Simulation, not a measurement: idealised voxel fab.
Process module under the name voxel fin reveal
We display cut, a cross-section 270 nm in width whose square cells are each 5 nm.
Just so we're on the same page, the cross-sections are grids of square cells, and they're listed out in bands top to bottom, each band one or more rows deep.
Band entry format. Leading values: height of top, height of bottom, nm. Remainder: materials in left-to-right order, each with its width in nm. Special words: "all across" on a single material, which then fills the band edge to edge; "empty", empty space.
It should be noted that heights are counted from 0, beneath which the wafer as supplied is of one material throughout, and that the lowest band possesses no lower boundary but continues downward, as written in "0 nm and below".
Width: "30..40" (first number = top row, second number = bottom row, same change from row to row of cells).
No cell of the cross-section changed in a step that is given as "nothing different".
Heads up: "Fully closed voids" only lists the empty pockets with no open path to the top that are 8 cells or more, and it writes them as width x height at distance, distance from the left edge, in nm.
The remark found on a step's line after its settings is issued by the simulator itself and pertains to that step.
overlay nm: right-of-plan distance of the mask on a masked step; negative values mean left-of-plan.
List of planned process steps:
1) RECEIVE, material Si
2) CONFORMAL_DEP, material SiN, thk nm 5
3) PATTERN, tone cover, mask id FINS, material resist, width nm 15, pitch nm 35, thk nm 20, overlay nm 0
4) DIRECTIONAL_ETCH, etch materials SiN, depth nm 5
5) DIRECTIONAL_ETCH, etch materials Si, depth nm 35
6) STRIP, etch materials resist
7) OXIDIZE, depth nm 5
8) FILL_DEP, material SiO2, thk nm 15
9) CMP, height nm 5
10) SELECTIVE_ETCH, etch materials SiO2, depth nm 20
11) STRIP, etch materials SiN
12) CONFORMAL_DEP, material SiO2, thk nm 5
The first of the two wafers, which ran as planned:
Cross-section of the incoming wafer, state after step 1:
	0 nm and below  Si all across
	Fully closed voids: none
Step 2 done - wafer cross-section:
	5 nm to 0 nm  SiN all across
	Anything lower than 0 is untouched.
Step 3 done - wafer cross-section:
	25 nm to 5 nm  empty 75 nm, resist 15 nm, empty 20 nm, resist 15 nm, empty 20 nm, resist 15 nm, empty 20 nm, resist 15 nm, empty 75 nm
	Anything lower than 5 is untouched.
Step 4 done - wafer cross-section:
	25 nm to 5 nm  empty 75 nm, resist 15 nm, empty 20 nm, resist 15 nm, empty 20 nm, resist 15 nm, empty 20 nm, resist 15 nm, empty 75 nm
	5 nm to 0 nm  empty 75 nm, SiN 15 nm, empty 20 nm, SiN 15 nm, empty 20 nm, SiN 15 nm, empty 20 nm, SiN 15 nm, empty 75 nm
	Anything lower than 0 is untouched.
Step 5 done - wafer cross-section:
	25 nm to 5 nm  empty 75 nm, resist 15 nm, empty 20 nm, resist 15 nm, empty 20 nm, resist 15 nm, empty 20 nm, resist 15 nm, empty 75 nm
	5 nm to 0 nm  empty 75 nm, SiN 15 nm, empty 20 nm, SiN 15 nm, empty 20 nm, SiN 15 nm, empty 20 nm, SiN 15 nm, empty 75 nm
	0 nm to -35 nm  empty 75 nm, Si 15 nm, empty 20 nm, Si 15 nm, empty 20 nm, Si 15 nm, empty 20 nm, Si 15 nm, empty 75 nm
	Anything lower than -35 is untouched.
Step 6 done - wafer cross-section:
	5 nm to 0 nm  empty 75 nm, SiN 15 nm, empty 20 nm, SiN 15 nm, empty 20 nm, SiN 15 nm, empty 20 nm, SiN 15 nm, empty 75 nm
	Anything lower than 0 is untouched.
Step 7 done - wafer cross-section:
	5 nm to 0 nm  empty 75 nm, SiN 15 nm, empty 20 nm, SiN 15 nm, empty 20 nm, SiN 15 nm, empty 20 nm, SiN 15 nm, empty 75 nm
	0 nm to -35 nm  empty 75 nm, SiO2 5 nm, Si 5 nm, SiO2 5 nm, empty 20 nm, SiO2 5 nm, Si 5 nm, SiO2 5 nm, empty 20 nm, SiO2 5 nm, Si 5 nm, SiO2 5 nm, empty 20 nm, SiO2 5 nm, Si 5 nm, SiO2 5 nm, empty 75 nm
	-35 nm to -40 nm  SiO2 80 nm, Si 5 nm, SiO2 30 nm, Si 5 nm, SiO2 30 nm, Si 5 nm, SiO2 30 nm, Si 5 nm, SiO2 80 nm
	Anything lower than -40 is untouched.
Step 8 done - wafer cross-section:
	20 nm to 5 nm  SiO2 all across
	5 nm to 0 nm  SiO2 75 nm, SiN 15 nm, SiO2 20 nm, SiN 15 nm, SiO2 20 nm, SiN 15 nm, SiO2 20 nm, SiN 15 nm, SiO2 75 nm
	0 nm to -40 nm  SiO2 80 nm, Si 5 nm, SiO2 30 nm, Si 5 nm, SiO2 30 nm, Si 5 nm, SiO2 30 nm, Si 5 nm, SiO2 80 nm
	Anything lower than -40 is untouched.
Step 9 done - wafer cross-section:
	5 nm to 0 nm  SiO2 75 nm, SiN 15 nm, SiO2 20 nm, SiN 15 nm, SiO2 20 nm, SiN 15 nm, SiO2 20 nm, SiN 15 nm, SiO2 75 nm
	Anything lower than 0 is untouched.
Step 10 done - wafer cross-section:
	5 nm to 0 nm  empty 75 nm, SiN 15 nm, empty 20 nm, SiN 15 nm, empty 20 nm, SiN 15 nm, empty 20 nm, SiN 15 nm, empty 75 nm
	0 nm to -15 nm  empty 80 nm, Si 5 nm, empty 30 nm, Si 5 nm, empty 30 nm, Si 5 nm, empty 30 nm, Si 5 nm, empty 80 nm
	Anything lower than -15 is untouched.
Step 11 done - wafer cross-section:
	0 nm to -15 nm  empty 80 nm, Si 5 nm, empty 30 nm, Si 5 nm, empty 30 nm, Si 5 nm, empty 30 nm, Si 5 nm, empty 80 nm
	Anything lower than -15 is untouched.
Step 12 done - wafer cross-section:
	5 nm to 0 nm  empty 75 nm, SiO2 15 nm, empty 20 nm, SiO2 15 nm, empty 20 nm, SiO2 15 nm, empty 20 nm, SiO2 15 nm, empty 75 nm
	0 nm to -10 nm  empty 75 nm, SiO2 5 nm, Si 5 nm, SiO2 5 nm, empty 20 nm, SiO2 5 nm, Si 5 nm, SiO2 5 nm, empty 20 nm, SiO2 5 nm, Si 5 nm, SiO2 5 nm, empty 20 nm, SiO2 5 nm, Si 5 nm, SiO2 5 nm, empty 75 nm
	-10 nm to -40 nm  SiO2 80 nm, Si 5 nm, SiO2 30 nm, Si 5 nm, SiO2 30 nm, Si 5 nm, SiO2 30 nm, Si 5 nm, SiO2 80 nm
	Anything lower than -40 is untouched.
Wafer two. Same start, same plan, one slip in execution. Same as wafer one through step 11, inclusive:
Cross-sectional representation of the second wafer at the time designated in the plan for the completion of step 12:
	5 nm to 0 nm  empty 75 nm, SiN 15 nm, empty 20 nm, SiN 15 nm, empty 20 nm, SiN 15 nm, empty 20 nm, SiN 15 nm, empty 75 nm
	0 nm to -10 nm  empty 75 nm, SiN 5 nm, Si 5 nm, SiN 5 nm, empty 20 nm, SiN 5 nm, Si 5 nm, SiN 5 nm, empty 20 nm, SiN 5 nm, Si 5 nm, SiN 5 nm, empty 20 nm, SiN 5 nm, Si 5 nm, SiN 5 nm, empty 75 nm
	-10 nm to -15 nm  SiN 80 nm, Si 5 nm, SiN 30 nm, Si 5 nm, SiN 30 nm, Si 5 nm, SiN 30 nm, Si 5 nm, SiN 80 nm
	Anything lower than -15 is untouched.
Heads up, the wafer didn't run the way we planned it: note that step 12 departed from the planned setting and was carried out as CONFORMAL_DEP, material SiN, thk nm 5
Cell-count delta at end, second wafer over first, by material: 78 more of SiN | 78 fewer of SiO2
